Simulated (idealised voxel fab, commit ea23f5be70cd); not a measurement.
process module | voxel fin reveal
cross-section cut | 170 nm wide | cells 5 nm
A cross-section is a grid of square cells, given in bands from the top down. A band is one or more rows of cells.
Each band's line starts with the height of the band's top and of its bottom, in nm. Then come its materials from left to right, each with its width in nm. One material with "throughout" fills the band from edge to edge. "air" is empty space.
Height 0 is the level under which the wafer as received is all one material. The lowest band goes on downwards, as in "0 down".
A width such as "30 to 40" changes by the same amount from each row of cells to the next, from the band's top row to its bottom row.
"no change" after a step means that no cell of the cross-section changed.
closed voids: empty space of 8 cells or more with no open way to the top, each as width x height at its distance from the left edge, in nm
after a step's settings: what the simulator itself notes on the step
overlay nm, on a step with a mask: how far to the right of its planned place the mask lay; to the left if negative
plan
1 op RECEIVE | material Si
2 op CONFORMAL_DEP | material SiN | thk nm 5
3 op PATTERN | tone cover | mask id FINS | material resist | width nm 15 | pitch nm 40 | thk nm 20 | overlay nm 0
4 op DIRECTIONAL_ETCH | etch materials SiN | depth nm 5
5 op DIRECTIONAL_ETCH | etch materials Si | depth nm 35
6 op STRIP | etch materials resist
7 op FILL_DEP | material SiO2 | thk nm 15
8 op CMP | height nm 5
9 op SELECTIVE_ETCH | etch materials SiO2 | depth nm 20
10 op STRIP | etch materials SiN
as received, after step 1
  0 down: Si throughout
  closed voids: none
a wafer at the end: this start, this plan, one mistake
  0 to -15: air 55 | Si 15 | air 25 | Si 15 | air 60
  -15 to -70: SiO2 55 | Si 15 | SiO2 25 | Si 15 | SiO2 60
  -70 down: Si throughout
  closed voids: none
what went wrong: step 5 was run twice
